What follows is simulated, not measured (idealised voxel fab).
voxel self aligned vias: a process module
Square cell edge 5 nm, section width 275 nm, ID cut.
Square cells in a grid make up a cross-section in this document, and the grid is given as bands, listed from the top down, each one or more rows of cells.
What a band's entry tells you: where the top is and where the bottom is, as heights in nm, and after that what lies inside, material by material from left to right, each with its width in nm. Empty space is written as the word "blank", and a single material marked with the word "everywhere" occupies the band from edge to edge.
Counting heights begins at 0, where everything beneath is, in the wafer as received, one material. The lowest band has no bottom; it goes on downwards, as "0..down" shows.
Think of "30 to 40" as a width that walks from the first number to the second as you go down the band, top row to bottom row, taking equal-sized steps from row to row.
"no alterations made" for a step: no cell of the cross-section changed in that step.
You'll see "Voids, sealed" listing empty spaces that have no way open to the top, as long as they're 8 cells or more; the notation is width x height at distance, where the distance is from the left edge, and all of it is in nm.
Formally, on a step line, whatever follows the settings is a remark that the simulator itself makes on the step.
If you see "overlay nm" on a step's line and that step has a mask, it's telling you how far right of where it was planned the mask ended up; a negative number means it went left instead.
# So here's the lineup of process steps we planned
1,op RECEIVE | material Si
2,op CONFORMAL_DEP | material SiO2 | thk nm 15
3,op CONFORMAL_DEP | material SiCN | thk nm 5
4,op DIRECTIONAL_DEP | material SiO2 | thk nm 20
5,op PATTERN | tone open | mask id LINES | material resist | width nm 20 | pitch nm 55 | thk nm 15 | overlay nm 0
6,op DIRECTIONAL_ETCH | etch materials SiO2 | depth nm 20
7,op STRIP | etch materials resist
8,op CONFORMAL_DEP | material TiN | thk nm 5
9,op FILL_DEP | material Ru | thk nm 5
10,op CMP | height nm 40
11,op SELECTIVE_ETCH | etch materials W Ru TiN | depth nm 10
12,op FILL_DEP | material SiN | thk nm 5
13,op CMP | height nm 40
14,op DIRECTIONAL_DEP | material SiO2 | thk nm 15
15,op MASKED_ETCH | tone open | mask id VIAS | width nm 30 | pitch nm 55 | etch materials SiO2 | depth nm 15 | overlay nm 0
16,op MASKED_ETCH | tone open | mask id VIAS | width nm 30 | pitch nm 55 | etch materials SiN | depth nm 10 | overlay nm 0
17,op CONFORMAL_DEP | material TiN | thk nm 5
18,op FILL_DEP | material W | thk nm 5
19,op CMP | height nm 55
20,op CONFORMAL_DEP | material SiCN | thk nm 5
# Shown in cross-section is the wafer as received, that is, as it stands after step 1
  0..down = Si everywhere
  Voids, sealed: none
# Cross-sectional result after module completion. Note: starting condition and plan are unchanged from above; one processing mistake was made
  60..55 = SiCN everywhere
  55..45 = 60 of W | 5 of TiN | 30 of SiO2 | 5 of TiN | 15 of W | 5 of TiN | 30 of SiO2 | 5 of TiN | 15 of W | 5 of TiN | 30 of SiO2 | 5 of TiN | 65 of W
  45..40 = 65 of TiN | 30 of SiO2 | 25 of TiN | 30 of SiO2 | 25 of TiN | 30 of SiO2 | 70 of TiN
  40..30 = 70 of SiO2 | 20 of SiN | 35 of SiO2 | 20 of SiN | 35 of SiO2 | 20 of SiN | 75 of SiO2
  30..25 = 70 of SiO2 | 5 of TiN | 10 of Ru | 5 of TiN | 35 of SiO2 | 5 of TiN | 10 of Ru | 5 of TiN | 35 of SiO2 | 5 of TiN | 10 of Ru | 5 of TiN | 75 of SiO2
  25..20 = 70 of SiO2 | 20 of TiN | 35 of SiO2 | 20 of TiN | 35 of SiO2 | 20 of TiN | 75 of SiO2
  20..15 = SiCN everywhere
  15..0 = SiO2 everywhere
  0..down = Si everywhere
  Voids, sealed: none
What broke from the plan during processing? step 15 was run on a setting that differed from the plan, and what really ran there is op MASKED_ETCH | tone cover | mask id VIAS | width nm 30 | pitch nm 55 | etch materials SiO2 | depth nm 15 | overlay nm 0
